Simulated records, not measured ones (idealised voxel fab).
You're looking at the process module voxel trench capacitor.
Shown is cross-section cut, with a width of 285 nm and square cells of size 5 nm.
For the purposes of this document, a cross-section shall be understood as a grid of square cells, specified as bands listed in top-to-bottom order, each band consisting of one or more rows of cells. Quick guide to a band line: top height, bottom height (nm) up front; then every material left to right with its width in nm. Only one material and it's marked "full width"? Then it fills the band edge to edge. And "blank" just means empty space. Convention: height 0 is the level below which the wafer, as received, is all one material. The lowest band does not terminate at the bottom but continues downward, represented as "0 nm and below". Width spec "30 to 40" -> top row of cells at first value, bottom row at second value, equal per-row change in between. Reading "nothing got changed" for a step: not a cell of the cross-section changed in it. "Sealed void listing" contains a list of empty spaces, each no smaller than 8 cells and without an open way to the top, written in the form width x height at distance with the distance from the left edge and all three in nm. Note: text after step settings on the step line = simulator remark on that step. overlay nm: mask right of planned place by this much (step with mask). Neg. = left.

# Listed below are the process steps as planned
- 1: RECEIVE [material Si]
- 2: CONFORMAL_DEP [material SiN] [thk nm 5]
- 3: MASKED_ETCH [tone open] [mask id TRENCH] [width nm 20] [pitch nm 45] [etch materials SiN] [depth nm 5] [overlay nm 0]
- 4: MASKED_ETCH [tone open] [mask id TRENCH] [width nm 20] [pitch nm 45] [etch materials Si] [depth nm 25] [overlay nm 0]
- 5: CONFORMAL_DEP [material SiO2] [thk nm 5]
- 6: FILL_DEP [material polySi] [thk nm 5]
- 7: CMP [height nm 5]

# Cross-section of the wafer upon arrival, representing the state reached after step 1
> 0 nm and below: Si full width
> Sealed void listing: none

# Run as planned - first of the two wafers cross-sectioned at the end of the module
> 5 nm to 0 nm: SiN: 85 | SiO2: 5 | polySi: 10 | SiO2: 5 | SiN: 25 | SiO2: 5 | polySi: 10 | SiO2: 5 | SiN: 25 | SiO2: 5 | polySi: 10 | SiO2: 5 | SiN: 90
> 0 nm to -20 nm: Si: 85 | SiO2: 5 | polySi: 10 | SiO2: 5 | Si: 25 | SiO2: 5 | polySi: 10 | SiO2: 5 | Si: 25 | SiO2: 5 | polySi: 10 | SiO2: 5 | Si: 90
> -20 nm to -25 nm: Si: 85 | SiO2: 20 | Si: 25 | SiO2: 20 | Si: 25 | SiO2: 20 | Si: 90
> -25 nm and below: Si full width
> Sealed void listing: none

# Second of two wafers, module complete, sectioned: it shares the first wafer's start and plan but was run with one mistake
> 5 nm to 0 nm: SiO2: 90 | polySi: 10 | SiO2: 35 | polySi: 10 | SiO2: 35 | polySi: 10 | SiO2: 95
> 0 nm to -20 nm: Si: 85 | SiO2: 5 | polySi: 10 | SiO2: 5 | Si: 25 | SiO2: 5 | polySi: 10 | SiO2: 5 | Si: 25 | SiO2: 5 | polySi: 10 | SiO2: 5 | Si: 90
> -20 nm to -25 nm: Si: 85 | SiO2: 20 | Si: 25 | SiO2: 20 | Si: 25 | SiO2: 20 | Si: 90
> -25 nm and below: Si full width
> Sealed void listing: none
What was the processing mistake? step 2 of the plan did not run at all; it was left out
Bottom line after processing is that, in cells, the second wafer is up or down on some materials versus the first: SiN: 45 fewer | SiO2: 45 more
